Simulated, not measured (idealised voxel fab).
You're looking at the process module voxel fin reveal.
The figure presents cross-section cut, which has a width of 280 nm and is divided into square cells with an edge length of 5 nm.
When this document writes out a cross-section, it uses a grid of square cells and lists it as bands, beginning at the top and moving down, with a band standing for one or more rows of cells.
Top, bottom (nm), then materials left to right with widths (nm); lone material tagged "everywhere" fills the whole band edge to edge; "blank" = empty space.
The level at which height equals 0 is the one under which the wafer, as it arrives, is entirely one material. No lower edge exists for the bottom band, which continues downward and is notated as in "top 0, no bottom".
When a width is written as two numbers, as in "30 to 40", the first number is the width in the top row of cells of the band and the second is the width in its bottom row, and the width changes by the same amount from each row to the next.
"remained the same", as given for a step, is the statement that not any cell of the cross-section underwent a change during that step.
Empty spaces counting at least 8 cells and having no open way to the top are listed in "Closed cavities". The notation width x height at distance is used for each, the distance being from the left edge and all three values in nm.
Whatever follows a step's settings on its line is a remark the simulator itself makes about that step.
overlay nm: mask offset rightward from planned place, masked step; negative means leftward offset.
The process steps that were planned are listed below
1) RECEIVE with material Si
2) CONFORMAL_DEP with material SiN, thk nm 10
3) MASKED_ETCH with tone cover, mask id FINS, width nm 15, pitch nm 40, etch materials SiN, depth nm 10, overlay nm 0
4) MASKED_ETCH with tone cover, mask id FINS, width nm 15, pitch nm 40, etch materials Si, depth nm 40, overlay nm 0
5) FILL_DEP with material SiO2, thk nm 5
6) CMP with height nm 10
7) SELECTIVE_ETCH with etch materials SiO2, depth nm 40
8) STRIP with etch materials SiN
The first of a set of two wafers, run to plan
As-received state of the wafer in cross-section, equivalent to post-step 1
* top 0, no bottom: Si everywhere
* Closed cavities: none
Sectional view: wafer, after step 2
* top 10, bottom 0: SiN everywhere
* Under the height 0 nothing was changed.
Sectional view: wafer, after step 3
* top 10, bottom 0: blank=70 / SiN=15 / blank=25 / SiN=15 / blank=25 / SiN=15 / blank=25 / SiN=15 / blank=75
* Under the height 0 nothing was changed.
Sectional view: wafer, after step 4
* top 10, bottom 0: blank=70 / SiN=15 / blank=25 / SiN=15 / blank=25 / SiN=15 / blank=25 / SiN=15 / blank=75
* top 0, bottom -40: blank=70 / Si=15 / blank=25 / Si=15 / blank=25 / Si=15 / blank=25 / Si=15 / blank=75
* Under the height -40 nothing was changed.
Sectional view: wafer, after step 5
* top 15, bottom 10: SiO2 everywhere
* top 10, bottom 0: SiO2=70 / SiN=15 / SiO2=25 / SiN=15 / SiO2=25 / SiN=15 / SiO2=25 / SiN=15 / SiO2=75
* top 0, bottom -40: SiO2=70 / Si=15 / SiO2=25 / Si=15 / SiO2=25 / Si=15 / SiO2=25 / Si=15 / SiO2=75
* Under the height -40 nothing was changed.
Sectional view: wafer, after step 6
* top 10, bottom 0: SiO2=70 / SiN=15 / SiO2=25 / SiN=15 / SiO2=25 / SiN=15 / SiO2=25 / SiN=15 / SiO2=75
* Under the height 0 nothing was changed.
Sectional view: wafer, after step 7
* top 10, bottom 0: blank=70 / SiN=15 / blank=25 / SiN=15 / blank=25 / SiN=15 / blank=25 / SiN=15 / blank=75
* top 0, bottom -30: blank=70 / Si=15 / blank=25 / Si=15 / blank=25 / Si=15 / blank=25 / Si=15 / blank=75
* Under the height -30 nothing was changed.
Sectional view: wafer, after step 8
* top 0, bottom -30: blank=70 / Si=15 / blank=25 / Si=15 / blank=25 / Si=15 / blank=25 / Si=15 / blank=75
* Under the height -30 nothing was changed.
The second wafer was prepared from the same starting point and under the same plan as the first; its processing contained one mistake, and it remains indistinguishable from the first wafer up to and including step 7
X-section, second wafer, when step 8 was due to finish
* top 10, bottom 0: blank=70 / SiN=15 / blank=25 / SiN=15 / blank=25 / SiN=15 / blank=25 / SiN=15 / blank=75
* top 0, bottom -40: blank=70 / Si=15 / blank=25 / Si=15 / blank=25 / Si=15 / blank=25 / Si=15 / blank=75
* Under the height -40 nothing was changed.
Finding, execution versus plan: step 8 went in with a setting other than planned; the actual run was STRIP with etch materials SiO2
At the finish, the second wafer shows more or fewer cells for some materials than the first does: SiN +24, SiO2 -88
